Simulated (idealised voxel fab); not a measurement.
process module | voxel wiring stack
cross-section cut | 280 nm wide | cells 5 nm
A cross-section is a grid of square cells, given in bands from the top down. A band is one or more rows of cells.
Each band's line starts with the height of the band's top and of its bottom, in nm. Then come its materials from left to right, each with its width in nm. One material with "throughout" fills the band from edge to edge. "air" is empty space.
Height 0 is the level under which the wafer as received is all one material. The lowest band goes on downwards, as in "0 down".
A width such as "30 to 40" changes by the same amount from each row of cells to the next, from the band's top row to its bottom row.
"no change" after a step means that no cell of the cross-section changed.
closed voids: empty space of 8 cells or more with no open way to the top, each as width x height at its distance from the left edge, in nm
after a step's settings: what the simulator itself notes on the step
overlay nm, on a step with a mask: how far to the right of its planned place the mask lay; to the left if negative
plan
1 op RECEIVE | material Si
2 op CONFORMAL_DEP | material SiO2 | thk nm 10
3 op CONFORMAL_DEP | material SiN | thk nm 5
4 op DIRECTIONAL_DEP | material lowk | thk nm 15
5 op DIRECTIONAL_DEP | material aC | thk nm 10
6 op PATTERN | tone open | mask id METAL_1 | material resist | width nm 25 | pitch nm 40 | thk nm 30 | overlay nm 0
7 op DIRECTIONAL_ETCH | etch materials aC | depth nm 10
8 op STRIP | etch materials resist
9 op DIRECTIONAL_ETCH | etch materials lowk | depth nm 15
10 op DIRECTIONAL_ETCH | etch materials SiN | depth nm 5
11 op STRIP | etch materials aC
12 op CONFORMAL_DEP | material TiN | thk nm 5
13 op FILL_DEP | material Cu | thk nm 5
14 op CMP | height nm 30
15 op CONFORMAL_DEP | material SiCN | thk nm 5
16 op DIRECTIONAL_DEP | material lowk | thk nm 20
17 op DIRECTIONAL_DEP | material aC | thk nm 15
18 op PATTERN | tone open | mask id PLUG_1 | material resist | width nm 15 | pitch nm 40 | thk nm 35 | overlay nm 0
19 op DIRECTIONAL_ETCH | etch materials aC | depth nm 15
20 op STRIP | etch materials resist
21 op DIRECTIONAL_ETCH | etch materials lowk | depth nm 20
22 op DIRECTIONAL_ETCH | etch materials SiCN | depth nm 5
23 op STRIP | etch materials aC
24 op CONFORMAL_DEP | material TiN | thk nm 5
25 op FILL_DEP | material Ru | thk nm 5
26 op CMP | height nm 55
27 op CONFORMAL_DEP | material SiCN | thk nm 5
28 op DIRECTIONAL_DEP | material lowk | thk nm 25
29 op MASKED_ETCH | tone open | mask id METAL_2 | width nm 25 | pitch nm 40 | etch materials lowk | depth nm 25 | overlay nm 0
30 op MASKED_ETCH | tone open | mask id METAL_2 | width nm 25 | pitch nm 40 | etch materials SiCN | depth nm 5 | overlay nm 0
31 op CONFORMAL_DEP | material TiN | thk nm 5
32 op FILL_DEP | material Cu | thk nm 5
33 op CMP | height nm 85
34 op CONFORMAL_DEP | material SiN | thk nm 5
first wafer, as planned
as received, after step 1
  0 down: Si throughout
  closed voids: none
after step 2
  10 to 0: SiO2 throughout
  below 0: unchanged
after step 3
  15 to 10: SiN throughout
  below 10: unchanged
after step 4
  30 to 15: lowk throughout
  below 15: unchanged
after step 5
  40 to 30: aC throughout
  below 30: unchanged
after step 6
  70 to 40: resist 105 | air 25 | resist 15 | air 25 | resist 110
  below 40: unchanged
after step 7
  60 to 40: resist 105 | air 25 | resist 15 | air 25 | resist 110
  40 to 30: aC 105 | air 25 | aC 15 | air 25 | aC 110
  below 30: unchanged
after step 8
  40 to 30: aC 105 | air 25 | aC 15 | air 25 | aC 110
  below 30: unchanged
after step 9
  40 to 30: aC 105 | air 25 | aC 15 | air 25 | aC 110
  30 to 15: lowk 105 | air 25 | lowk 15 | air 25 | lowk 110
  below 15: unchanged
after step 10
  40 to 30: aC 105 | air 25 | aC 15 | air 25 | aC 110
  30 to 15: lowk 105 | air 25 | lowk 15 | air 25 | lowk 110
  15 to 10: SiN 105 | air 25 | SiN 15 | air 25 | SiN 110
  below 10: unchanged
after step 11
  30 to 15: lowk 105 | air 25 | lowk 15 | air 25 | lowk 110
  below 15: unchanged
after step 12
  35 to 30: TiN 110 | air 15 | TiN 25 | air 15 | TiN 115
  30 to 15: lowk 105 | TiN 5 | air 15 | TiN 5 | lowk 15 | TiN 5 | air 15 | TiN 5 | lowk 110
  15 to 10: SiN 105 | TiN 25 | SiN 15 | TiN 25 | SiN 110
  below 10: unchanged
after step 13
  40 to 35: Cu throughout
  35 to 30: TiN 110 | Cu 15 | TiN 25 | Cu 15 | TiN 115
  30 to 15: lowk 105 | TiN 5 | Cu 15 | TiN 5 | lowk 15 | TiN 5 | Cu 15 | TiN 5 | lowk 110
  below 15: unchanged
after step 14
  30 to 15: lowk 105 | TiN 5 | Cu 15 | TiN 5 | lowk 15 | TiN 5 | Cu 15 | TiN 5 | lowk 110
  below 15: unchanged
after step 15
  35 to 30: SiCN throughout
  below 30: unchanged
after step 16
  55 to 35: lowk throughout
  below 35: unchanged
after step 17
  70 to 55: aC throughout
  below 55: unchanged
after step 18
  105 to 70: resist 105 | air 15 | resist 25 | air 15 | resist 120
  below 70: unchanged
after step 19
  90 to 70: resist 105 | air 15 | resist 25 | air 15 | resist 120
  70 to 55: aC 105 | air 15 | aC 25 | air 15 | aC 120
  below 55: unchanged
after step 20
  70 to 55: aC 105 | air 15 | aC 25 | air 15 | aC 120
  below 55: unchanged
after step 21
  70 to 55: aC 105 | air 15 | aC 25 | air 15 | aC 120
  55 to 35: lowk 105 | air 15 | lowk 25 | air 15 | lowk 120
  below 35: unchanged
after step 22
  70 to 55: aC 105 | air 15 | aC 25 | air 15 | aC 120
  55 to 35: lowk 105 | air 15 | lowk 25 | air 15 | lowk 120
  35 to 30: SiCN 105 | air 15 | SiCN 25 | air 15 | SiCN 120
  below 30: unchanged
after step 23
  55 to 35: lowk 105 | air 15 | lowk 25 | air 15 | lowk 120
  below 35: unchanged
after step 24
  60 to 55: TiN 110 | air 5 | TiN 35 | air 5 | TiN 125
  55 to 35: lowk 105 | TiN 5 | air 5 | TiN 5 | lowk 25 | TiN 5 | air 5 | TiN 5 | lowk 120
  35 to 30: SiCN 105 | TiN 15 | SiCN 25 | TiN 15 | SiCN 120
  below 30: unchanged
after step 25
  65 to 60: Ru throughout
  60 to 55: TiN 110 | Ru 5 | TiN 35 | Ru 5 | TiN 125
  55 to 35: lowk 105 | TiN 5 | Ru 5 | TiN 5 | lowk 25 | TiN 5 | Ru 5 | TiN 5 | lowk 120
  below 35: unchanged
after step 26
  55 to 35: lowk 105 | TiN 5 | Ru 5 | TiN 5 | lowk 25 | TiN 5 | Ru 5 | TiN 5 | lowk 120
  below 35: unchanged
after step 27
  60 to 55: SiCN throughout
  below 55: unchanged
after step 28
  85 to 60: lowk throughout
  below 60: unchanged
after step 29
  85 to 60: lowk 105 | air 25 | lowk 15 | air 25 | lowk 110
  below 60: unchanged
after step 30
  85 to 60: lowk 105 | air 25 | lowk 15 | air 25 | lowk 110
  60 to 55: SiCN 105 | air 25 | SiCN 15 | air 25 | SiCN 110
  below 55: unchanged
after step 31
  90 to 85: TiN 110 | air 15 | TiN 25 | air 15 | TiN 115
  85 to 60: lowk 105 | TiN 5 | air 15 | TiN 5 | lowk 15 | TiN 5 | air 15 | TiN 5 | lowk 110
  60 to 55: SiCN 105 | TiN 25 | SiCN 15 | TiN 25 | SiCN 110
  below 55: unchanged
after step 32
  95 to 90: Cu throughout
  90 to 85: TiN 110 | Cu 15 | TiN 25 | Cu 15 | TiN 115
  85 to 60: lowk 105 | TiN 5 | Cu 15 | TiN 5 | lowk 15 | TiN 5 | Cu 15 | TiN 5 | lowk 110
  below 60: unchanged
after step 33
  85 to 60: lowk 105 | TiN 5 | Cu 15 | TiN 5 | lowk 15 | TiN 5 | Cu 15 | TiN 5 | lowk 110
  below 60: unchanged
after step 34
  90 to 85: SiN throughout
  below 85: unchanged
second wafer: like start, like plan, one mistake. Through step 5 it matches the first wafer
when step 6 should have ended
  70 to 40: resist 110 | air 15 | resist 25 | air 15 | resist 115
  below 40: unchanged
when step 7 should have ended
  60 to 40: resist 110 | air 15 | resist 25 | air 15 | resist 115
  40 to 30: aC 110 | air 15 | aC 25 | air 15 | aC 115
  below 30: unchanged
when step 8 should have ended
  40 to 30: aC 110 | air 15 | aC 25 | air 15 | aC 115
  below 30: unchanged
when step 9 should have ended
  40 to 30: aC 110 | air 15 | aC 25 | air 15 | aC 115
  30 to 15: lowk 110 | air 15 | lowk 25 | air 15 | lowk 115
  below 15: unchanged
when step 10 should have ended
  40 to 30: aC 110 | air 15 | aC 25 | air 15 | aC 115
  30 to 15: lowk 110 | air 15 | lowk 25 | air 15 | lowk 115
  15 to 10: SiN 110 | air 15 | SiN 25 | air 15 | SiN 115
  below 10: unchanged
when step 11 should have ended
  30 to 15: lowk 110 | air 15 | lowk 25 | air 15 | lowk 115
  below 15: unchanged
when step 12 should have ended
  35 to 30: TiN 115 | air 5 | TiN 35 | air 5 | TiN 120
  30 to 15: lowk 110 | TiN 5 | air 5 | TiN 5 | lowk 25 | TiN 5 | air 5 | TiN 5 | lowk 115
  15 to 10: SiN 110 | TiN 15 | SiN 25 | TiN 15 | SiN 115
  below 10: unchanged
when step 13 should have ended
  40 to 35: Cu throughout
  35 to 30: TiN 115 | Cu 5 | TiN 35 | Cu 5 | TiN 120
  30 to 15: lowk 110 | TiN 5 | Cu 5 | TiN 5 | lowk 25 | TiN 5 | Cu 5 | TiN 5 | lowk 115
  below 15: unchanged
when step 14 should have ended
  30 to 15: lowk 110 | TiN 5 | Cu 5 | TiN 5 | lowk 25 | TiN 5 | Cu 5 | TiN 5 | lowk 115
  below 15: unchanged
when step 15 should have ended
  35 to 30: SiCN throughout
  below 30: unchanged
when step 16 should have ended
  55 to 35: lowk throughout
  below 35: unchanged
when step 17 should have ended
  70 to 55: aC throughout
  below 55: unchanged
when step 18 should have ended
  105 to 70: resist 105 | air 15 | resist 25 | air 15 | resist 120
  below 70: unchanged
when step 19 should have ended
  90 to 70: resist 105 | air 15 | resist 25 | air 15 | resist 120
  70 to 55: aC 105 | air 15 | aC 25 | air 15 | aC 120
  below 55: unchanged
when step 20 should have ended
  70 to 55: aC 105 | air 15 | aC 25 | air 15 | aC 120
  below 55: unchanged
when step 21 should have ended
  70 to 55: aC 105 | air 15 | aC 25 | air 15 | aC 120
  55 to 35: lowk 105 | air 15 | lowk 25 | air 15 | lowk 120
  below 35: unchanged
when step 22 should have ended
  70 to 55: aC 105 | air 15 | aC 25 | air 15 | aC 120
  55 to 35: lowk 105 | air 15 | lowk 25 | air 15 | lowk 120
  35 to 30: SiCN 105 | air 15 | SiCN 25 | air 15 | SiCN 120
  below 30: unchanged
when step 23 should have ended
  55 to 35: lowk 105 | air 15 | lowk 25 | air 15 | lowk 120
  below 35: unchanged
when step 24 should have ended
  60 to 55: TiN 110 | air 5 | TiN 35 | air 5 | TiN 125
  55 to 35: lowk 105 | TiN 5 | air 5 | TiN 5 | lowk 25 | TiN 5 | air 5 | TiN 5 | lowk 120
  35 to 30: SiCN 105 | TiN 15 | SiCN 25 | TiN 15 | SiCN 120
  below 30: unchanged
when step 25 should have ended
  65 to 60: Ru throughout
  60 to 55: TiN 110 | Ru 5 | TiN 35 | Ru 5 | TiN 125
  55 to 35: lowk 105 | TiN 5 | Ru 5 | TiN 5 | lowk 25 | TiN 5 | Ru 5 | TiN 5 | lowk 120
  below 35: unchanged
when step 26 should have ended
  55 to 35: lowk 105 | TiN 5 | Ru 5 | TiN 5 | lowk 25 | TiN 5 | Ru 5 | TiN 5 | lowk 120
  below 35: unchanged
when step 27 should have ended
  60 to 55: SiCN throughout
  below 55: unchanged
when step 28 should have ended
  85 to 60: lowk throughout
  below 60: unchanged
when step 29 should have ended
  85 to 60: lowk 105 | air 25 | lowk 15 | air 25 | lowk 110
  below 60: unchanged
when step 30 should have ended
  85 to 60: lowk 105 | air 25 | lowk 15 | air 25 | lowk 110
  60 to 55: SiCN 105 | air 25 | SiCN 15 | air 25 | SiCN 110
  below 55: unchanged
when step 31 should have ended
  90 to 85: TiN 110 | air 15 | TiN 25 | air 15 | TiN 115
  85 to 60: lowk 105 | TiN 5 | air 15 | TiN 5 | lowk 15 | TiN 5 | air 15 | TiN 5 | lowk 110
  60 to 55: SiCN 105 | TiN 25 | SiCN 15 | TiN 25 | SiCN 110
  below 55: unchanged
when step 32 should have ended
  95 to 90: Cu throughout
  90 to 85: TiN 110 | Cu 15 | TiN 25 | Cu 15 | TiN 115
  85 to 60: lowk 105 | TiN 5 | Cu 15 | TiN 5 | lowk 15 | TiN 5 | Cu 15 | TiN 5 | lowk 110
  below 60: unchanged
when step 33 should have ended
  85 to 60: lowk 105 | TiN 5 | Cu 15 | TiN 5 | lowk 15 | TiN 5 | Cu 15 | TiN 5 | lowk 110
  below 60: unchanged
when step 34 should have ended
  90 to 85: SiN throughout
  below 85: unchanged
what went wrong: step 6 ran as: op PATTERN | tone open | mask id METAL_1 | material resist | width nm 15 | pitch nm 40 | thk nm 30 | overlay nm 0
at the end the second wafer has, in cells: 12 fewer of Cu | 4 more of SiN | 4 fewer of TiN | 12 more of lowk
